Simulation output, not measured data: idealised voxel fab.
process module | voxel gate over fins
cross-section cut | 225 nm wide | cells 5 nm
A cross-section is a grid of square cells, given in bands from the top down. A band is one or more rows of cells.
Each band's line starts with the height of the band's top and of its bottom, in nm. Then come its materials from left to right, each with its width in nm. One material with "throughout" fills the band from edge to edge. "air" is empty space.
Height 0 is the level under which the wafer as received is all one material. The lowest band goes on downwards, as in "0 down".
A width such as "30 to 40" changes by the same amount from each row of cells to the next, from the band's top row to its bottom row.
"no change" after a step means that no cell of the cross-section changed.
closed voids: empty space of 8 cells or more with no open way to the top, each as width x height at its distance from the left edge, in nm
after a step's settings: what the simulator itself notes on the step
overlay nm, on a step with a mask: how far to the right of its planned place the mask lay; to the left if negative
plan
1 op RECEIVE | material Si
2 op CONFORMAL_DEP | material SiN | thk nm 5
3 op PATTERN | tone cover | mask id FINS | material resist | width nm 15 | pitch nm 35 | thk nm 15 | overlay nm 0
4 op DIRECTIONAL_ETCH | etch materials SiN | depth nm 5
5 op DIRECTIONAL_ETCH | etch materials Si | depth nm 40
6 op STRIP | etch materials resist
7 op OXIDIZE | depth nm 5
8 op FILL_DEP | material SiO2 | thk nm 15
9 op CMP | height nm 5
10 op SELECTIVE_ETCH | etch materials SiO2 | depth nm 20
11 op STRIP | etch materials SiN
12 op CONFORMAL_DEP | material HfO2 | thk nm 5
13 op CONFORMAL_DEP | material TiN | thk nm 5
14 op FILL_DEP | material W | thk nm 15
15 op CMP | height nm 20
16 op CONFORMAL_DEP | material SiCN | thk nm 5
as received, after step 1
  0 down: Si throughout
  closed voids: none
a wafer at the end: this start, this plan, one mistake
  25 to 20: SiCN throughout
  20 to 10: W throughout
  10 to 5: TiN 75 | W 5 | TiN 30 | W 5 | TiN 30 | W 5 | TiN 75
  5 to 0: HfO2 70 | TiN 5 | W 5 | TiN 5 | HfO2 20 | TiN 5 | W 5 | TiN 5 | HfO2 20 | TiN 5 | W 5 | TiN 5 | HfO2 70
  0 to -5: Si 65 | HfO2 5 | TiN 5 | W 5 | TiN 5 | HfO2 5 | Si 10 | HfO2 5 | TiN 5 | W 5 | TiN 5 | HfO2 5 | Si 10 | HfO2 5 | TiN 5 | W 5 | TiN 5 | HfO2 5 | Si 65
  -5 to -10: Si 65 | HfO2 5 | TiN 15 | HfO2 5 | Si 10 | HfO2 5 | TiN 15 | HfO2 5 | Si 10 | HfO2 5 | TiN 15 | HfO2 5 | Si 65
  -10 to -15: Si 65 | HfO2 25 | Si 10 | HfO2 25 | Si 10 | HfO2 25 | Si 65
  -15 to -45: Si 65 | SiO2 25 | Si 10 | SiO2 25 | Si 10 | SiO2 25 | Si 65
  -45 down: Si throughout
  closed voids: none
what went wrong: step 3 ran as: op PATTERN | tone open | mask id FINS | material resist | width nm 15 | pitch nm 35 | thk nm 15 | overlay nm 0
